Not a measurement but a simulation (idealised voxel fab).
The name of this process module is voxel wiring stack.
Cross-section cut spans 295 nm and uses square cells 5 nm in size.
Bands, listed from the top down, are how a cross-section gets written in this document; the cross-section itself is a grid of square cells, and a band is one or more rows of them. This entry defines a band. It first specifies the height of the band's top and the height of its bottom in nm, and then specifies the band's materials from left to right, stating each material with its width in nm. The word "full width" identifies a single material that fills the band from edge to edge, while the word "air" identifies empty space. Below 0: as-received wafer, all one material; heights counted from there. Lowest band: no bottom, goes on down, written "0 down". It should be noted that a width expressed as "30->40" varies in equal increments from row to row of cells within the band, taking the value of the first number at the top row and that of the second number at the bottom row. "no alterations made" for a step: no cell of the cross-section changed in that step. So "Trapped voids" is basically the list of trapped voids: any empty space of 8 cells or more that can't reach the top through an opening. They're written width x height at distance, the distance being from the left edge, and it's all nm. Where a step's line continues beyond its settings, the continuation is a remark by the simulator itself on that step. You can add "overlay nm" to a step's line. For a step with a mask, it describes how far the mask lay to the right of its planned position, and a negative number describes a lay to the left.

# Below is the list of planned process steps
1: op RECEIVE | material Si
2: op CONFORMAL_DEP | material SiO2 | thk nm 10
3: op CONFORMAL_DEP | material SiCN | thk nm 5
4: op DIRECTIONAL_DEP | material lowk | thk nm 25
5: op PATTERN | tone open | mask id METAL_1 | material resist | width nm 25 | pitch nm 45 | thk nm 15 | overlay nm 0
6: op DIRECTIONAL_ETCH | etch materials lowk | depth nm 25
7: op DIRECTIONAL_ETCH | etch materials SiCN | depth nm 5
8: op STRIP | etch materials resist
9: op CONFORMAL_DEP | material TiN | thk nm 5
10: op FILL_DEP | material Cu | thk nm 5
11: op CMP | height nm 40
12: op CONFORMAL_DEP | material SiCN | thk nm 5
13: op DIRECTIONAL_DEP | material lowk | thk nm 15
14: op DIRECTIONAL_DEP | material aC | thk nm 15
15: op PATTERN | tone open | mask id PLUG_1 | material resist | width nm 15 | thk nm 35 | overlay nm 0
16: op DIRECTIONAL_ETCH | etch materials aC | depth nm 15
17: op STRIP | etch materials resist
18: op DIRECTIONAL_ETCH | etch materials lowk | depth nm 15
19: op DIRECTIONAL_ETCH | etch materials SiCN | depth nm 5
20: op STRIP | etch materials aC
21: op EPI | material Ru | thk nm 10
22: op EPI | material Ru | thk nm 10
23: op CONFORMAL_DEP | material SiCN | thk nm 5
24: op DIRECTIONAL_DEP | material lowk | thk nm 15
25: op PATTERN | tone open | mask id METAL_2 | material resist | width nm 25 | pitch nm 45 | thk nm 20 | overlay nm 0
26: op DIRECTIONAL_ETCH | etch materials lowk | depth nm 15
27: op DIRECTIONAL_ETCH | etch materials SiCN | depth nm 5
28: op STRIP | etch materials resist
29: op CONFORMAL_DEP | material TiN | thk nm 5
30: op FILL_DEP | material Ru | thk nm 5
31: op CMP | height nm 80
32: op CONFORMAL_DEP | material SiCN | thk nm 5
33: op DIRECTIONAL_DEP | material SiO2 | thk nm 20
34: op PATTERN | tone open | mask id PLUG_2 | material resist | width nm 15 | thk nm 20 | overlay nm 0
35: op DIRECTIONAL_ETCH | etch materials SiO2 | depth nm 20
36: op DIRECTIONAL_ETCH | etch materials SiCN | depth nm 5
37: op STRIP | etch materials resist
38: op CONFORMAL_DEP | material TiN | thk nm 5
39: op FILL_DEP | material Cu | thk nm 5
40: op CMP | height nm 105
41: op DIRECTIONAL_DEP | material TiN | thk nm 5
42: op DIRECTIONAL_DEP | material Ru | thk nm 25
43: op DIRECTIONAL_DEP | material aC | thk nm 10
44: op PATTERN | tone cover | mask id METAL_3 | material resist | width nm 25 | pitch nm 45 | thk nm 25 | overlay nm 0
45: op DIRECTIONAL_ETCH | etch materials aC | depth nm 10
46: op STRIP | etch materials resist
47: op DIRECTIONAL_ETCH | etch materials Ru | depth nm 25
48: op DIRECTIONAL_ETCH | etch materials TiN | depth nm 5
49: op STRIP | etch materials aC
50: op CONFORMAL_DEP | material SiN | thk nm 5
51: op FILL_DEP | material SiO2 | thk nm 5
52: op CMP | height nm 135
53: op CONFORMAL_DEP | material SiN | thk nm 5

# Received-state cross-section, reflecting completion of step 1
- 0 down  Si full width
- Trapped voids: none

# The module was run from the start shown above using the plan shown above, but one mistake was made doing it; the resulting wafer cross-section is below
- 140 to 135  SiN full width
- 135 to 110  SiO2=105; SiN=5; Ru=25; SiN=5; SiO2=10; SiN=5; Ru=25; SiN=5; SiO2=110
- 110 to 105  SiN=110; TiN=25; SiN=20; TiN=25; SiN=115
- 105 to 85  SiO2=110; TiN=5; Cu=5; TiN=5; SiO2=170
- 85 to 80  SiCN=110; TiN=15; SiCN=170
- 80 to 75  TiN=115; Ru=15; TiN=30; Ru=15; TiN=120
- 75 to 65  lowk=110; TiN=5; Ru=15; TiN=5; lowk=20; TiN=5; Ru=15; TiN=5; lowk=115
- 65 to 60  SiCN=110; TiN=25; SiCN=20; TiN=25; SiCN=115
- 60 to 45  lowk=110; Ru=15; lowk=170
- 45 to 40  SiCN=110; Ru=15; SiCN=170
- 40 to 15  lowk=110; TiN=5; Cu=15; TiN=5; lowk=20; TiN=5; Cu=15; TiN=5; lowk=115
- 15 to 10  SiCN=110; TiN=25; SiCN=20; TiN=25; SiCN=115
- 10 to 0  SiO2 full width
- 0 down  Si full width
- Trapped voids: none
Want to know what went wrong? it should be noted that step 24 was executed with settings other than those planned, the operation and settings actually applied being op DIRECTIONAL_DEP | material lowk | thk nm 10
